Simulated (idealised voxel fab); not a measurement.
Process module under the name voxel capacitor over wiring
Pictured: cross-section cut, 225 nm wide, on a grid of 5 nm square cells.
Each cross-section below is a grid of square cells, stated as bands in top-down order, with one or more rows of cells making up each band. Look at the band entry: it leads with the top's height and the bottom's height in nm. Then it lists the materials left to right, with a width in nm for each. The word "edge to edge" on a single material says that material fills the band edge to edge. The word "air" is empty space. Heights are expressed relative to 0, this being the level below which the as-received wafer comprises one material exclusively. The lowest band is unbounded in the downward direction and is denoted as in "z 0 and below". Per-row width for "30..40": begins at first number (top row of band), ends at second number (bottom row), increment between rows held constant. "left unchanged" -> step changed no cross-section cell. "Enclosed internal voids" means: voids of 8 cells or more that are shut off from the top with no open way through. Written width x height at distance, distance from the left edge, in nm. Whatever follows a step's settings on its line is a remark the simulator itself makes about that step. The "overlay nm" setting may appear on a step's line; for a step that uses a mask, it gives how far to the right of its planned position the mask lay, and a negative value indicates the left.
[Steps planned for the process]
1,RECEIVE: material Si
2,CONFORMAL_DEP: material SiO2, thk nm 10
3,CONFORMAL_DEP: material SiN, thk nm 5
4,DIRECTIONAL_DEP: material lowk, thk nm 25
5,DIRECTIONAL_DEP: material aC, thk nm 15
6,PATTERN: tone open, mask id METAL_1, material resist, width nm 25, pitch nm 80, thk nm 30, overlay nm 0
7,DIRECTIONAL_ETCH: etch materials aC, depth nm 15
8,STRIP: etch materials resist
9,DIRECTIONAL_ETCH: etch materials lowk, depth nm 25
10,DIRECTIONAL_ETCH: etch materials SiN, depth nm 5
11,STRIP: etch materials aC
12,CONFORMAL_DEP: material TiN, thk nm 5
13,FILL_DEP: material Ru, thk nm 5
14,CMP: height nm 40
15,EPI: material Ru, thk nm 5
16,FILL_DEP: material SiCN, thk nm 5
17,DIRECTIONAL_DEP: material lowk, thk nm 20
18,DIRECTIONAL_DEP: material aC, thk nm 10
19,PATTERN: tone open, mask id PLUG_1, material resist, width nm 15, thk nm 25, overlay nm 0
20,DIRECTIONAL_ETCH: etch materials aC, depth nm 10
21,STRIP: etch materials resist
22,DIRECTIONAL_ETCH: etch materials lowk, depth nm 20
23,DIRECTIONAL_ETCH: etch materials SiCN, depth nm 5
24,STRIP: etch materials aC
25,EPI: material Ru, thk nm 10
26,EPI: material Ru, thk nm 10
27,EPI: material Ru, thk nm 5
28,DIRECTIONAL_DEP: material TiN, thk nm 10
29,DIRECTIONAL_DEP: material HfO2, thk nm 5
30,DIRECTIONAL_DEP: material TiN, thk nm 10
31,MASKED_ETCH: tone cover, mask id UPPER_PLATE, width nm 60, etch materials TiN, depth nm 10, overlay nm 0
32,MASKED_ETCH: tone cover, mask id UPPER_PLATE, width nm 60, etch materials HfO2, depth nm 5, overlay nm 0
33,MASKED_ETCH: tone cover, mask id LOWER_PLATE, width nm 70, etch materials TiN, depth nm 10, overlay nm 0
34,FILL_DEP: material SiO2, thk nm 15
35,CMP: height nm 105
36,MASKED_ETCH: tone open, mask id PLUG_2, width nm 15, etch materials SiO2, depth nm 10, overlay nm 0
37,CONFORMAL_DEP: material TiN, thk nm 5
38,FILL_DEP: material W, thk nm 10
39,CMP: height nm 105
40,CONFORMAL_DEP: material SiCN, thk nm 5
[First wafer, two in total, run as planned]
[Wafer at receipt (post step 1), cross-section]
* z 0 and below: Si edge to edge
* Enclosed internal voids: none
[Cross-section of the wafer subsequent to step 2]
* z 10 to 0: SiO2 edge to edge
* Nothing below the height 0 has changed.
[Cross-section of the wafer subsequent to step 3]
* z 15 to 10: SiN edge to edge
* Nothing below the height 10 has changed.
[Cross-section of the wafer subsequent to step 4]
* z 40 to 15: lowk edge to edge
* Nothing below the height 15 has changed.
[Cross-section of the wafer subsequent to step 5]
* z 55 to 40: aC edge to edge
* Nothing below the height 40 has changed.
[Cross-section of the wafer subsequent to step 6]
* z 85 to 55: 60 of resist | 25 of air | 55 of resist | 25 of air | 60 of resist
* Nothing below the height 55 has changed.
[Cross-section of the wafer subsequent to step 7]
* z 70 to 55: 60 of resist | 25 of air | 55 of resist | 25 of air | 60 of resist
* z 55 to 40: 60 of aC | 25 of air | 55 of aC | 25 of air | 60 of aC
* Nothing below the height 40 has changed.
[Cross-section of the wafer subsequent to step 8]
* z 55 to 40: 60 of aC | 25 of air | 55 of aC | 25 of air | 60 of aC
* Nothing below the height 40 has changed.
[Cross-section of the wafer subsequent to step 9]
* z 55 to 40: 60 of aC | 25 of air | 55 of aC | 25 of air | 60 of aC
* z 40 to 15: 60 of lowk | 25 of air | 55 of lowk | 25 of air | 60 of lowk
* Nothing below the height 15 has changed.
[Cross-section of the wafer subsequent to step 10]
* z 55 to 40: 60 of aC | 25 of air | 55 of aC | 25 of air | 60 of aC
* z 40 to 15: 60 of lowk | 25 of air | 55 of lowk | 25 of air | 60 of lowk
* z 15 to 10: 60 of SiN | 25 of air | 55 of SiN | 25 of air | 60 of SiN
* Nothing below the height 10 has changed.
[Cross-section of the wafer subsequent to step 11]
* z 40 to 15: 60 of lowk | 25 of air | 55 of lowk | 25 of air | 60 of lowk
* Nothing below the height 15 has changed.
[Cross-section of the wafer subsequent to step 12]
* z 45 to 40: 65 of TiN | 15 of air | 65 of TiN | 15 of air | 65 of TiN
* z 40 to 15: 60 of lowk | 5 of TiN | 15 of air | 5 of TiN | 55 of lowk | 5 of TiN | 15 of air | 5 of TiN | 60 of lowk
* z 15 to 10: 60 of SiN | 25 of TiN | 55 of SiN | 25 of TiN | 60 of SiN
* Nothing below the height 10 has changed.
[Cross-section of the wafer subsequent to step 13]
* z 50 to 45: Ru edge to edge
* z 45 to 40: 65 of TiN | 15 of Ru | 65 of TiN | 15 of Ru | 65 of TiN
* z 40 to 15: 60 of lowk | 5 of TiN | 15 of Ru | 5 of TiN | 55 of lowk | 5 of TiN | 15 of Ru | 5 of TiN | 60 of lowk
* Nothing below the height 15 has changed.
[Cross-section of the wafer subsequent to step 14]
* z 40 to 15: 60 of lowk | 5 of TiN | 15 of Ru | 5 of TiN | 55 of lowk | 5 of TiN | 15 of Ru | 5 of TiN | 60 of lowk
* Nothing below the height 15 has changed.
[Cross-section of the wafer subsequent to step 15]
* z 45 to 40: 55 of air | 35 of Ru | 45 of air | 35 of Ru | 55 of air
* Nothing below the height 40 has changed.
[Cross-section of the wafer subsequent to step 16]
* z 50 to 45: SiCN edge to edge
* z 45 to 40: 55 of SiCN | 35 of Ru | 45 of SiCN | 35 of Ru | 55 of SiCN
* Nothing below the height 40 has changed.
[Cross-section of the wafer subsequent to step 17]
* z 70 to 50: lowk edge to edge
* Nothing below the height 50 has changed.
[Cross-section of the wafer subsequent to step 18]
* z 80 to 70: aC edge to edge
* Nothing below the height 70 has changed.
[Cross-section of the wafer subsequent to step 19]
* z 105 to 80: 70 of resist | 15 of air | 140 of resist
* Nothing below the height 80 has changed.
[Cross-section of the wafer subsequent to step 20]
* z 95 to 80: 70 of resist | 15 of air | 140 of resist
* z 80 to 70: 70 of aC | 15 of air | 140 of aC
* Nothing below the height 70 has changed.
[Cross-section of the wafer subsequent to step 21]
* z 80 to 70: 70 of aC | 15 of air | 140 of aC
* Nothing below the height 70 has changed.
[Cross-section of the wafer subsequent to step 22]
* z 80 to 70: 70 of aC | 15 of air | 140 of aC
* z 70 to 50: 70 of lowk | 15 of air | 140 of lowk
* Nothing below the height 50 has changed.
[Cross-section of the wafer subsequent to step 23]
* z 80 to 70: 70 of aC | 15 of air | 140 of aC
* z 70 to 50: 70 of lowk | 15 of air | 140 of lowk
* z 50 to 45: 70 of SiCN | 15 of air | 140 of SiCN
* Nothing below the height 45 has changed.
[Cross-section of the wafer subsequent to step 24]
* z 70 to 50: 70 of lowk | 15 of air | 140 of lowk
* Nothing below the height 50 has changed.
[Cross-section of the wafer subsequent to step 25]
* z 70 to 55: 70 of lowk | 15 of air | 140 of lowk
* z 55 to 50: 70 of lowk | 15 of Ru | 140 of lowk
* z 50 to 45: 70 of SiCN | 15 of Ru | 140 of SiCN
* Nothing below the height 45 has changed.
[Cross-section of the wafer subsequent to step 26]
* z 70 to 65: 70 of lowk | 15 of air | 140 of lowk
* z 65 to 50: 70 of lowk | 15 of Ru | 140 of lowk
* Nothing below the height 50 has changed.
[Cross-section of the wafer subsequent to step 27]
* z 70 to 50: 70 of lowk | 15 of Ru | 140 of lowk
* Nothing below the height 50 has changed.
[Cross-section of the wafer subsequent to step 28]
* z 80 to 70: TiN edge to edge
* Nothing below the height 70 has changed.
[Cross-section of the wafer subsequent to step 29]
* z 85 to 80: HfO2 edge to edge
* Nothing below the height 80 has changed.
[Cross-section of the wafer subsequent to step 30]
* z 95 to 85: TiN edge to edge
* Nothing below the height 85 has changed.
[Cross-section of the wafer subsequent to step 31]
* z 95 to 85: 70 of air | 60 of TiN | 95 of air
* Nothing below the height 85 has changed.
[Cross-section of the wafer subsequent to step 32]
* z 95 to 85: 70 of air | 60 of TiN | 95 of air
* z 85 to 80: 70 of air | 60 of HfO2 | 95 of air
* Nothing below the height 80 has changed.
[Cross-section of the wafer subsequent to step 33]
* z 95 to 85: 70 of air | 60 of TiN | 95 of air
* z 85 to 80: 70 of air | 60 of HfO2 | 95 of air
* z 80 to 70: 65 of air | 70 of TiN | 90 of air
* Nothing below the height 70 has changed.
[Cross-section of the wafer subsequent to step 34]
* z 110 to 95: SiO2 edge to edge
* z 95 to 85: 70 of SiO2 | 60 of TiN | 95 of SiO2
* z 85 to 80: 70 of SiO2 | 60 of HfO2 | 95 of SiO2
* z 80 to 70: 65 of SiO2 | 70 of TiN | 90 of SiO2
* Nothing below the height 70 has changed.
[Cross-section of the wafer subsequent to step 35]
* z 105 to 95: SiO2 edge to edge
* Nothing below the height 95 has changed.
[Cross-section of the wafer subsequent to step 36]
* z 105 to 95: 80 of SiO2 | 15 of air | 130 of SiO2
* Nothing below the height 95 has changed.
[Cross-section of the wafer subsequent to step 37]
* z 110 to 105: 85 of TiN | 5 of air | 135 of TiN
* z 105 to 100: 80 of SiO2 | 5 of TiN | 5 of air | 5 of TiN | 130 of SiO2
* z 100 to 95: 80 of SiO2 | 15 of TiN | 130 of SiO2
* Nothing below the height 95 has changed.
[Cross-section of the wafer subsequent to step 38]
* z 120 to 110: W edge to edge
* z 110 to 105: 85 of TiN | 5 of W | 135 of TiN
* z 105 to 100: 80 of SiO2 | 5 of TiN | 5 of W | 5 of TiN | 130 of SiO2
* Nothing below the height 100 has changed.
[Cross-section of the wafer subsequent to step 39]
* z 105 to 100: 80 of SiO2 | 5 of TiN | 5 of W | 5 of TiN | 130 of SiO2
* Nothing below the height 100 has changed.
[Cross-section of the wafer subsequent to step 40]
* z 110 to 105: SiCN edge to edge
* Nothing below the height 105 has changed.
[Second wafer, same starting state and plan as the first, one mistake in the run, identical through step 2]
Cross-sectional view of the second wafer at the intended end time of process step 3: left unchanged
[Cross-sectional view of the second wafer at the intended end time of process step 4]
* z 35 to 10: lowk edge to edge
* Nothing below the height 10 has changed.
[Cross-sectional view of the second wafer at the intended end time of process step 5]
* z 50 to 35: aC edge to edge
* Nothing below the height 35 has changed.
[Cross-sectional view of the second wafer at the intended end time of process step 6]
* z 80 to 50: 60 of resist | 25 of air | 55 of resist | 25 of air | 60 of resist
* Nothing below the height 50 has changed.
[Cross-sectional view of the second wafer at the intended end time of process step 7]
* z 65 to 50: 60 of resist | 25 of air | 55 of resist | 25 of air | 60 of resist
* z 50 to 35: 60 of aC | 25 of air | 55 of aC | 25 of air | 60 of aC
* Nothing below the height 35 has changed.
[Cross-sectional view of the second wafer at the intended end time of process step 8]
* z 50 to 35: 60 of aC | 25 of air | 55 of aC | 25 of air | 60 of aC
* Nothing below the height 35 has changed.
[Cross-sectional view of the second wafer at the intended end time of process step 9]
* z 50 to 35: 60 of aC | 25 of air | 55 of aC | 25 of air | 60 of aC
* z 35 to 10: 60 of lowk | 25 of air | 55 of lowk | 25 of air | 60 of lowk
* Nothing below the height 10 has changed.
Cross-sectional view of the second wafer at the intended end time of process step 10: left unchanged
[Cross-sectional view of the second wafer at the intended end time of process step 11]
* z 35 to 10: 60 of lowk | 25 of air | 55 of lowk | 25 of air | 60 of lowk
* Nothing below the height 10 has changed.
[Cross-sectional view of the second wafer at the intended end time of process step 12]
* z 40 to 35: 65 of TiN | 15 of air | 65 of TiN | 15 of air | 65 of TiN
* z 35 to 15: 60 of lowk | 5 of TiN | 15 of air | 5 of TiN | 55 of lowk | 5 of TiN | 15 of air | 5 of TiN | 60 of lowk
* z 15 to 10: 60 of lowk | 25 of TiN | 55 of lowk | 25 of TiN | 60 of lowk
* Nothing below the height 10 has changed.
[Cross-sectional view of the second wafer at the intended end time of process step 13]
* z 45 to 40: Ru edge to edge
* z 40 to 35: 65 of TiN | 15 of Ru | 65 of TiN | 15 of Ru | 65 of TiN
* z 35 to 15: 60 of lowk | 5 of TiN | 15 of Ru | 5 of TiN | 55 of lowk | 5 of TiN | 15 of Ru | 5 of TiN | 60 of lowk
* Nothing below the height 15 has changed.
[Cross-sectional view of the second wafer at the intended end time of process step 14]
* z 40 to 35: 65 of TiN | 15 of Ru | 65 of TiN | 15 of Ru | 65 of TiN
* Nothing below the height 35 has changed.
[Cross-sectional view of the second wafer at the intended end time of process step 15]
* z 45 to 40: Ru edge to edge
* Nothing below the height 40 has changed.
[Cross-sectional view of the second wafer at the intended end time of process step 16]
* z 50 to 45: SiCN edge to edge
* Nothing below the height 45 has changed.
[Cross-sectional view of the second wafer at the intended end time of process step 17]
* z 70 to 50: lowk edge to edge
* Nothing below the height 50 has changed.
[Cross-sectional view of the second wafer at the intended end time of process step 18]
* z 80 to 70: aC edge to edge
* Nothing below the height 70 has changed.
[Cross-sectional view of the second wafer at the intended end time of process step 19]
* z 105 to 80: 70 of resist | 15 of air | 140 of resist
* Nothing below the height 80 has changed.
[Cross-sectional view of the second wafer at the intended end time of process step 20]
* z 95 to 80: 70 of resist | 15 of air | 140 of resist
* z 80 to 70: 70 of aC | 15 of air | 140 of aC
* Nothing below the height 70 has changed.
[Cross-sectional view of the second wafer at the intended end time of process step 21]
* z 80 to 70: 70 of aC | 15 of air | 140 of aC
* Nothing below the height 70 has changed.
[Cross-sectional view of the second wafer at the intended end time of process step 22]
* z 80 to 70: 70 of aC | 15 of air | 140 of aC
* z 70 to 50: 70 of lowk | 15 of air | 140 of lowk
* Nothing below the height 50 has changed.
[Cross-sectional view of the second wafer at the intended end time of process step 23]
* z 80 to 70: 70 of aC | 15 of air | 140 of aC
* z 70 to 50: 70 of lowk | 15 of air | 140 of lowk
* z 50 to 45: 70 of SiCN | 15 of air | 140 of SiCN
* Nothing below the height 45 has changed.
[Cross-sectional view of the second wafer at the intended end time of process step 24]
* z 70 to 50: 70 of lowk | 15 of air | 140 of lowk
* Nothing below the height 50 has changed.
[Cross-sectional view of the second wafer at the intended end time of process step 25]
* z 70 to 55: 70 of lowk | 15 of air | 140 of lowk
* z 55 to 50: 70 of lowk | 15 of Ru | 140 of lowk
* z 50 to 45: 70 of SiCN | 15 of Ru | 140 of SiCN
* Nothing below the height 45 has changed.
[Cross-sectional view of the second wafer at the intended end time of process step 26]
* z 70 to 65: 70 of lowk | 15 of air | 140 of lowk
* z 65 to 50: 70 of lowk | 15 of Ru | 140 of lowk
* Nothing below the height 50 has changed.
[Cross-sectional view of the second wafer at the intended end time of process step 27]
* z 70 to 50: 70 of lowk | 15 of Ru | 140 of lowk
* Nothing below the height 50 has changed.
[Cross-sectional view of the second wafer at the intended end time of process step 28]
* z 80 to 70: TiN edge to edge
* Nothing below the height 70 has changed.
[Cross-sectional view of the second wafer at the intended end time of process step 29]
* z 85 to 80: HfO2 edge to edge
* Nothing below the height 80 has changed.
[Cross-sectional view of the second wafer at the intended end time of process step 30]
* z 95 to 85: TiN edge to edge
* Nothing below the height 85 has changed.
[Cross-sectional view of the second wafer at the intended end time of process step 31]
* z 95 to 85: 70 of air | 60 of TiN | 95 of air
* Nothing below the height 85 has changed.
[Cross-sectional view of the second wafer at the intended end time of process step 32]
* z 95 to 85: 70 of air | 60 of TiN | 95 of air
* z 85 to 80: 70 of air | 60 of HfO2 | 95 of air
* Nothing below the height 80 has changed.
[Cross-sectional view of the second wafer at the intended end time of process step 33]
* z 95 to 85: 70 of air | 60 of TiN | 95 of air
* z 85 to 80: 70 of air | 60 of HfO2 | 95 of air
* z 80 to 70: 65 of air | 70 of TiN | 90 of air
* Nothing below the height 70 has changed.
[Cross-sectional view of the second wafer at the intended end time of process step 34]
* z 110 to 95: SiO2 edge to edge
* z 95 to 85: 70 of SiO2 | 60 of TiN | 95 of SiO2
* z 85 to 80: 70 of SiO2 | 60 of HfO2 | 95 of SiO2
* z 80 to 70: 65 of SiO2 | 70 of TiN | 90 of SiO2
* Nothing below the height 70 has changed.
[Cross-sectional view of the second wafer at the intended end time of process step 35]
* z 105 to 95: SiO2 edge to edge
* Nothing below the height 95 has changed.
[Cross-sectional view of the second wafer at the intended end time of process step 36]
* z 105 to 95: 80 of SiO2 | 15 of air | 130 of SiO2
* Nothing below the height 95 has changed.
[Cross-sectional view of the second wafer at the intended end time of process step 37]
* z 110 to 105: 85 of TiN | 5 of air | 135 of TiN
* z 105 to 100: 80 of SiO2 | 5 of TiN | 5 of air | 5 of TiN | 130 of SiO2
* z 100 to 95: 80 of SiO2 | 15 of TiN | 130 of SiO2
* Nothing below the height 95 has changed.
[Cross-sectional view of the second wafer at the intended end time of process step 38]
* z 120 to 110: W edge to edge
* z 110 to 105: 85 of TiN | 5 of W | 135 of TiN
* z 105 to 100: 80 of SiO2 | 5 of TiN | 5 of W | 5 of TiN | 130 of SiO2
* Nothing below the height 100 has changed.
[Cross-sectional view of the second wafer at the intended end time of process step 39]
* z 105 to 100: 80 of SiO2 | 5 of TiN | 5 of W | 5 of TiN | 130 of SiO2
* Nothing below the height 100 has changed.
[Cross-sectional view of the second wafer at the intended end time of process step 40]
* z 110 to 105: SiCN edge to edge
* Nothing below the height 105 has changed.
Here's what went sideways: the run left out plan step 3 entirely, so it was never executed
Final comparison by cell count, materials where the second wafer has more or fewer than the first: Ru: 31 more; SiCN: 31 fewer; SiN: 35 fewer; TiN: 35 more
